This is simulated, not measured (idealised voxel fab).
process module | voxel released beams
cross-section cut | 185 nm wide | cells 5 nm
A cross-section is a grid of square cells, given in bands from the top down. A band is one or more rows of cells.
Each band's line starts with the height of the band's top and of its bottom, in nm. Then come its materials from left to right, each with its width in nm. One material with "throughout" fills the band from edge to edge. "air" is empty space.
Height 0 is the level under which the wafer as received is all one material. The lowest band goes on downwards, as in "0 down".
A width such as "30 to 40" changes by the same amount from each row of cells to the next, from the band's top row to its bottom row.
"no change" after a step means that no cell of the cross-section changed.
closed voids: empty space of 8 cells or more with no open way to the top, each as width x height at its distance from the left edge, in nm
after a step's settings: what the simulator itself notes on the step
overlay nm, on a step with a mask: how far to the right of its planned place the mask lay; to the left if negative
plan
1 op RECEIVE | material Si
2 op CONFORMAL_DEP | material SiN | thk nm 5
3 op DIRECTIONAL_DEP | material SiO2 | thk nm 20
4 op MASKED_ETCH | tone open | mask id ANCHOR | width nm 35 | etch materials SiO2 | depth nm 20 | overlay nm 0
5 op CONFORMAL_DEP | material W | thk nm 10
6 op PATTERN | tone cover | mask id BEAM | material resist | width nm 105 | thk nm 20 | overlay nm 0
7 op DIRECTIONAL_ETCH | etch materials W | depth nm 10
8 op STRIP | etch materials resist
9 op STRIP | etch materials SiO2
as received, after step 1
  0 down: Si throughout
  closed voids: none
a wafer at the end: this start, this plan, one mistake
  35 to 25: air 25 | W 25 | air 15 | W 65 | air 55
  25 to 15: air 40 | W 10 | air 15 | W 10 | air 110
  15 to 5: air 40 | W 35 | air 110
  5 to 0: SiN throughout
  0 down: Si throughout
  closed voids: none
what went wrong: step 6 ran as: op PATTERN | tone cover | mask id BEAM | material resist | width nm 105 | thk nm 20 | overlay nm -10
